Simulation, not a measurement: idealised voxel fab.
You're looking at the process module voxel self aligned vias.
We display cut, a cross-section 245 nm in width whose square cells are each 5 nm.
If you're reading a cross-section in this doc, picture square cells in a grid; it comes to you as bands, top ones listed first down to the bottom, and a band can be one or more rows of cells. Look at the band entry: it leads with the top's height and the bottom's height in nm. Then it lists the materials left to right, with a width in nm for each. The word "all across" on a single material says that material fills the band edge to edge. The word "blank" is empty space. Height 0 is the level under which the wafer as received is all one material. The lowest band goes on downwards, as in "0 nm and below". The width entry "30..40" should be interpreted row by row: the top row of cells in the band takes the first number, the bottom row takes the second number, and the change between adjacent rows is uniform throughout. "nothing got changed" means the step left every cell of the cross-section as it was. The list in "Closed voids list" covers empty spaces of 8 cells or more that cannot reach the top through any open way, and it gives each as width x height at distance; the distance is from the left edge, and width, height and distance are in nm. Heads up: the bit after the settings on a step's line is the simulator's remark on that step. "overlay nm" denotes, for a step that has a mask, the displacement of the mask to the right of its planned place, with negative values corresponding to the left.
Process steps - plan:
1. RECEIVE: material Si
2. CONFORMAL_DEP: material SiO2, thk nm 15
3. CONFORMAL_DEP: material SiCN, thk nm 5
4. DIRECTIONAL_DEP: material SiO2, thk nm 25
5. MASKED_ETCH: tone open, mask id LINES, width nm 30, pitch nm 65, etch materials SiO2, depth nm 25, overlay nm 0
6. CONFORMAL_DEP: material TiN, thk nm 5
7. FILL_DEP: material W, thk nm 10
8. CMP: height nm 45
9. SELECTIVE_ETCH: etch materials W Ru TiN, depth nm 5
10. FILL_DEP: material SiN, thk nm 5
11. CMP: height nm 45
12. DIRECTIONAL_DEP: material SiO2, thk nm 15
13. MASKED_ETCH: tone open, mask id VIAS, width nm 50, pitch nm 65, etch materials SiO2, depth nm 15, overlay nm 0
14. MASKED_ETCH: tone open, mask id VIAS, width nm 50, pitch nm 65, etch materials SiN, depth nm 5, overlay nm 0
15. CONFORMAL_DEP: material TiN, thk nm 5
16. FILL_DEP: material W, thk nm 5
17. CMP: height nm 60
18. CONFORMAL_DEP: material SiCN, thk nm 5
So this is the incoming wafer in cross-section - it's already been through step 1:
    0 nm and below  Si all across
    Closed voids list: none
Starting structure and process plan are as shown above, but one mistake was made in running the module; the wafer cross-section at the end of the module follows:
    65 nm to 60 nm  SiCN all across
    60 nm to 50 nm  SiO2: 30 | TiN: 5 | W: 40 | TiN: 5 | SiO2: 15 | TiN: 5 | W: 40 | TiN: 5 | SiO2: 15 | TiN: 5 | W: 40 | TiN: 5 | SiO2: 35
    50 nm to 45 nm  SiO2: 30 | TiN: 50 | SiO2: 15 | TiN: 50 | SiO2: 15 | TiN: 50 | SiO2: 35
    45 nm to 40 nm  SiN: 30 | TiN: 10 | SiO2: 30 | TiN: 10 | SiN: 15 | TiN: 10 | SiO2: 30 | TiN: 10 | SiN: 15 | TiN: 10 | SiO2: 30 | TiN: 10 | SiN: 35
    40 nm to 25 nm  W: 35 | TiN: 5 | SiO2: 30 | TiN: 5 | W: 25 | TiN: 5 | SiO2: 30 | TiN: 5 | W: 25 | TiN: 5 | SiO2: 30 | TiN: 5 | W: 40
    25 nm to 20 nm  TiN: 40 | SiO2: 30 | TiN: 35 | SiO2: 30 | TiN: 35 | SiO2: 30 | TiN: 45
    20 nm to 15 nm  SiCN all across
    15 nm to 0 nm  SiO2 all across
    0 nm and below  Si all across
    Closed voids list: none
What was done differently from what was planned? not per plan at step 5, really ran MASKED_ETCH: tone cover, mask id LINES, width nm 30, pitch nm 65, etch materials SiO2, depth nm 25, overlay nm 0
